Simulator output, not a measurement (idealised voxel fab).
Module name: voxel fin reveal (process module)
We display cut, a cross-section 180 nm in width whose square cells are each 5 nm.
For the purposes of this document, a cross-section shall be understood as a grid of square cells, specified as bands listed in top-to-bottom order, each band consisting of one or more rows of cells. A band entry consists of two parts. The first gives the height of the band's top and the height of its bottom, in nm. The rest lists the band's materials from left to right, each with its width in nm. A single material labelled with the word "everywhere" fills the band from edge to edge, and the word "empty" marks empty space. Beneath 0, the wafer as received is one material, and that level is where height counting begins. The lowest band goes on downward without a bottom; it is written like "0 down". Width spec "30..40" -> top row of cells at first value, bottom row at second value, equal per-row change in between. Take "nothing different" at face value: in the step it is given for, the cross-section changed in none of its cells. Any empty space of 8 cells or more lacking an open way to the top shows up in "Sealed void listing" as width x height at distance, distance from the left edge, in nm. On each step's line, the part that comes after the settings is the simulator's own comment on the step. On any step carrying a mask, the "overlay nm" setting, if present on the step's line, tells how far right of its planned place the mask lay; negative values point to the left.

Listed below are the process steps as planned
1: RECEIVE with material Si
2: CONFORMAL_DEP with material SiN, thk nm 10
3: DIRECTIONAL_DEP with material aC, thk nm 10
4: PATTERN with tone cover, mask id FINS, material resist, width nm 15, pitch nm 35, thk nm 30, overlay nm 0
5: DIRECTIONAL_ETCH with etch materials aC, depth nm 10
6: STRIP with etch materials resist
7: DIRECTIONAL_ETCH with etch materials SiN, depth nm 10
8: DIRECTIONAL_ETCH with etch materials Si, depth nm 40
9: STRIP with etch materials aC
10: FILL_DEP with material SiO2, thk nm 5
11: CMP with height nm 10
12: SELECTIVE_ETCH with etch materials SiO2, depth nm 25
13: STRIP with etch materials SiN
14: CONFORMAL_DEP with material SiO2, thk nm 5

First out of two wafers; run went to plan

Cross-section of the wafer at receipt, which is the condition after step 1
  0 down = Si everywhere
  Sealed void listing: none

Sectional view: wafer, after step 2
  10 to 0 = SiN everywhere
  Under the height 0 nothing was changed.

Sectional view: wafer, after step 3
  20 to 10 = aC everywhere
  Under the height 10 nothing was changed.

Sectional view: wafer, after step 4
  50 to 20 = 45 nm empty; 15 nm resist; 20 nm empty; 15 nm resist; 20 nm empty; 15 nm resist; 50 nm empty
  Under the height 20 nothing was changed.

Sectional view: wafer, after step 5
  40 to 20 = 45 nm empty; 15 nm resist; 20 nm empty; 15 nm resist; 20 nm empty; 15 nm resist; 50 nm empty
  20 to 10 = 45 nm empty; 15 nm aC; 20 nm empty; 15 nm aC; 20 nm empty; 15 nm aC; 50 nm empty
  Under the height 10 nothing was changed.

Sectional view: wafer, after step 6
  20 to 10 = 45 nm empty; 15 nm aC; 20 nm empty; 15 nm aC; 20 nm empty; 15 nm aC; 50 nm empty
  Under the height 10 nothing was changed.

Sectional view: wafer, after step 7
  20 to 10 = 45 nm empty; 15 nm aC; 20 nm empty; 15 nm aC; 20 nm empty; 15 nm aC; 50 nm empty
  10 to 0 = 45 nm empty; 15 nm SiN; 20 nm empty; 15 nm SiN; 20 nm empty; 15 nm SiN; 50 nm empty
  Under the height 0 nothing was changed.

Sectional view: wafer, after step 8
  20 to 10 = 45 nm empty; 15 nm aC; 20 nm empty; 15 nm aC; 20 nm empty; 15 nm aC; 50 nm empty
  10 to 0 = 45 nm empty; 15 nm SiN; 20 nm empty; 15 nm SiN; 20 nm empty; 15 nm SiN; 50 nm empty
  0 to -40 = 45 nm empty; 15 nm Si; 20 nm empty; 15 nm Si; 20 nm empty; 15 nm Si; 50 nm empty
  Under the height -40 nothing was changed.

Sectional view: wafer, after step 9
  10 to 0 = 45 nm empty; 15 nm SiN; 20 nm empty; 15 nm SiN; 20 nm empty; 15 nm SiN; 50 nm empty
  Under the height 0 nothing was changed.

Sectional view: wafer, after step 10
  15 to 10 = SiO2 everywhere
  10 to 0 = 45 nm SiO2; 15 nm SiN; 20 nm SiO2; 15 nm SiN; 20 nm SiO2; 15 nm SiN; 50 nm SiO2
  0 to -40 = 45 nm SiO2; 15 nm Si; 20 nm SiO2; 15 nm Si; 20 nm SiO2; 15 nm Si; 50 nm SiO2
  Under the height -40 nothing was changed.

Sectional view: wafer, after step 11
  10 to 0 = 45 nm SiO2; 15 nm SiN; 20 nm SiO2; 15 nm SiN; 20 nm SiO2; 15 nm SiN; 50 nm SiO2
  Under the height 0 nothing was changed.

Sectional view: wafer, after step 12
  10 to 0 = 45 nm empty; 15 nm SiN; 20 nm empty; 15 nm SiN; 20 nm empty; 15 nm SiN; 50 nm empty
  0 to -15 = 45 nm empty; 15 nm Si; 20 nm empty; 15 nm Si; 20 nm empty; 15 nm Si; 50 nm empty
  Under the height -15 nothing was changed.

Sectional view: wafer, after step 13
  0 to -15 = 45 nm empty; 15 nm Si; 20 nm empty; 15 nm Si; 20 nm empty; 15 nm Si; 50 nm empty
  Under the height -15 nothing was changed.

Sectional view: wafer, after step 14
  5 to 0 = 40 nm empty; 25 nm SiO2; 10 nm empty; 25 nm SiO2; 10 nm empty; 25 nm SiO2; 45 nm empty
  0 to -10 = 40 nm empty; 5 nm SiO2; 15 nm Si; 5 nm SiO2; 10 nm empty; 5 nm SiO2; 15 nm Si; 5 nm SiO2; 10 nm empty; 5 nm SiO2; 15 nm Si; 5 nm SiO2; 45 nm empty
  -10 to -40 = 45 nm SiO2; 15 nm Si; 20 nm SiO2; 15 nm Si; 20 nm SiO2; 15 nm Si; 50 nm SiO2
  Under the height -40 nothing was changed.

The second wafer: identical to the first at the outset and in its planned sequence, differing only in that one mistake was made during processing; up to and including step 13, its path is the first wafer's path

Cross-sectional representation of the second wafer at the time designated in the plan for the completion of step 14
  5 to 0 = 40 nm empty; 25 nm aC; 10 nm empty; 25 nm aC; 10 nm empty; 25 nm aC; 45 nm empty
  0 to -10 = 40 nm empty; 5 nm aC; 15 nm Si; 5 nm aC; 10 nm empty; 5 nm aC; 15 nm Si; 5 nm aC; 10 nm empty; 5 nm aC; 15 nm Si; 5 nm aC; 45 nm empty
  -10 to -15 = 45 nm aC; 15 nm Si; 20 nm aC; 15 nm Si; 20 nm aC; 15 nm Si; 50 nm aC
  Under the height -15 nothing was changed.
Diagnosis: step 14 went in with a setting other than planned; the actual run was CONFORMAL_DEP with material aC, thk nm 5
Count the cells at the end and the second wafer has more or fewer of some materials than the first: -54 SiO2, +54 aC
